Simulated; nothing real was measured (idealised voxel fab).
The document below concerns the process module designated voxel released beams.
This is section cut - it's 250 nm across, gridded in 5 nm square cells.
This document writes a cross-section as a grid whose cells are square, and gives it as bands, listed from the top down; one or more rows of cells form a band.
Top, bottom (nm), then materials left to right with widths (nm); lone material tagged "all across" fills the whole band edge to edge; "blank" = empty space.
Measure heights from 0. That's the level where, below it, the as-received wafer is all one material. The lowest band is bottomless and extends downward; write it as in "z 0 and below".
Note: "30..40" means the width goes from the first number (top row of the band) to the second number (bottom row) in equal steps per row of cells.
Where a step carries "no modification", the cross-section came out of it unchanged, cell for cell.
Closed empty spaces (no open way to the top) of 8 cells or more are what "Enclosed cavities" lists, each as width x height at distance from the left edge, nm for all three.
Anything after a step's settings on that line? It's the simulator's own note about the step.
When a step includes a mask, the "overlay nm" setting on its line states how far to the right of its planned place that mask lay, and negative values state how far to the left.
[Below is the list of planned process steps]
step 1: RECEIVE (material Si)
step 2: CONFORMAL_DEP (material SiN; thk nm 5)
step 3: DIRECTIONAL_DEP (material SiO2; thk nm 20)
step 4: MASKED_ETCH (tone open; mask id ANCHOR; width nm 35; etch materials SiO2; depth nm 20; overlay nm 0)
step 5: CONFORMAL_DEP (material polySi; thk nm 10)
step 6: MASKED_ETCH (tone cover; mask id BEAM; width nm 85; etch materials polySi; depth nm 10; overlay nm 0)
step 7: STRIP (etch materials SiO2)
[Step 1 complete: cross-section of the wafer as received]
    z 0 and below  Si all across
    Enclosed cavities: none
[Run as planned - first of the two wafers cross-sectioned at the end of the module]
    z 35 to 25  blank 80, then polySi 15, then blank 15, then polySi 55, then blank 85
    z 25 to 15  blank 85, then polySi 10, then blank 15, then polySi 10, then blank 130
    z 15 to 5  blank 85, then polySi 35, then blank 130
    z 5 to 0  SiN all across
    z 0 and below  Si all across
    Enclosed cavities: none
[Now the second wafer, cross-sectioned at the end of the module. Nothing different at the start, nothing different in the plan compared with the first, just one mistake when it was actually run]
    z 35 to 25  blank 80, then polySi 85, then blank 85
    z 25 to 20  SiN all across
    z 20 to 0  SiO2 all across
    z 0 and below  Si all across
    Enclosed cavities: none
Here's what went sideways: plan vs actual: 2 and 3 interchanged
at the end the second wafer has, in cells: 200 more of SiO2, 16 fewer of polySi
